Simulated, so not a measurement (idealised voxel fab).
Proc. module: voxel ribs on slabs
The cross-section on display is named cut; it measures 205 nm wide, and its cells are 5 nm squares.
Throughout this document, each cross-section is represented as a grid of square cells and is presented as a sequence of bands enumerated from the top downward, where a band comprises one or more rows of cells. Top height, bottom height, nm. Materials left to right, width each, nm. Single material + "throughout" = fills band edge to edge. "air" = empty. Counting heights begins at 0, where everything beneath is, in the wafer as received, one material. The lowest band has no bottom; it goes on downwards, as "0 nm and below" shows. Top row gets the first number, bottom row gets the second, and each row in between changes by the same step: that is how a band width like "30..40" works. Where a step carries "remained the same", the cross-section came out of it unchanged, cell for cell. "Sealed internal cavities" enumerates empty spaces isolated from the top, with no open way to it, that contain at least 8 cells, giving each as width x height at distance from the left edge, all three in nm. It should be noted that, on the line of a given step, the content following the step's settings is a remark produced by the simulator itself with respect to that step. A step's line can hold "overlay nm"; with a mask on that step, the setting says how far right of the planned place the mask lay, while a negative setting says it lay to the left.
**The process steps that were planned are listed below**
1: RECEIVE with material Si
2: DIRECTIONAL_DEP with material SiO2, thk nm 30
3: DIRECTIONAL_DEP with material polySi, thk nm 10
4: PATTERN with tone cover, mask id RIB, material resist, width nm 30, thk nm 20, overlay nm 0
5: DIRECTIONAL_ETCH with etch materials polySi, depth nm 5
6: STRIP with etch materials resist
7: PATTERN with tone cover, mask id SLAB, material resist, width nm 80, thk nm 20, overlay nm 0
8: DIRECTIONAL_ETCH with etch materials polySi, depth nm 10
9: STRIP with etch materials resist
10: FILL_DEP with material SiO2, thk nm 20
11: CMP with height nm 60
12: DIRECTIONAL_DEP with material TiN, thk nm 10
13: DIRECTIONAL_DEP with material aC, thk nm 15
14: PATTERN with tone cover, mask id HEATER, material resist, width nm 40, thk nm 35, overlay nm 0
15: DIRECTIONAL_ETCH with etch materials aC, depth nm 15
16: STRIP with etch materials resist
17: DIRECTIONAL_ETCH with etch materials TiN, depth nm 10
18: STRIP with etch materials aC
19: CONFORMAL_DEP with material SiN, thk nm 5
Same starting wafers, different thk nm at step 3. Plan value belongs to the first wafer.
**The first of several wafers, as received after step 1, seen in section**
    0 nm and below | Si throughout
    Sealed internal cavities: none
**Cross-section of the first of several wafers once the module has run through its last step, step 19**
    75 nm to 70 nm | air 75; SiN 50; air 80
    70 nm to 65 nm | air 75; SiN 5; TiN 40; SiN 5; air 80
    65 nm to 60 nm | SiN 80; TiN 40; SiN 85
    60 nm to 40 nm | SiO2 throughout
    40 nm to 30 nm | SiO2 85..60; polySi 30..80; SiO2 90..65
    30 nm to 0 nm | SiO2 throughout
    0 nm and below | Si throughout
    Sealed internal cavities: none
**Showing the last wafer in cross-section at the end of the module**
    75 nm to 70 nm | air 75; SiN 50; air 80
    70 nm to 65 nm | air 75; SiN 5; TiN 40; SiN 5; air 80
    65 nm to 60 nm | SiN 80; TiN 40; SiN 85
    60 nm to 55 nm | SiO2 85; polySi 30; SiO2 90
    55 nm to 45 nm | SiO2 60; polySi 80; SiO2 65
    45 nm to 30 nm | polySi throughout
    30 nm to 0 nm | SiO2 throughout
    0 nm and below | Si throughout
    Sealed internal cavities: none
**Quick key for the table: a row per wafer, taken at the end of the module. For each material it tells you how many cells the wafer gained (+) or lost (-) since it came in, and the closed voids come after**
thk nm 10 | +45 SiN | +470 SiO2 | +16 TiN | +22 polySi | Sealed internal cavities: none
thk nm 15 | +45 SiN | +454 SiO2 | +16 TiN | +38 polySi | Sealed internal cavities: none
thk nm 20 | +45 SiN | +413 SiO2 | +16 TiN | +79 polySi | Sealed internal cavities: none
thk nm 25 | +45 SiN | +372 SiO2 | +16 TiN | +120 polySi | Sealed internal cavities: none
thk nm 30 | +45 SiN | +331 SiO2 | +16 TiN | +161 polySi | Sealed internal cavities: none
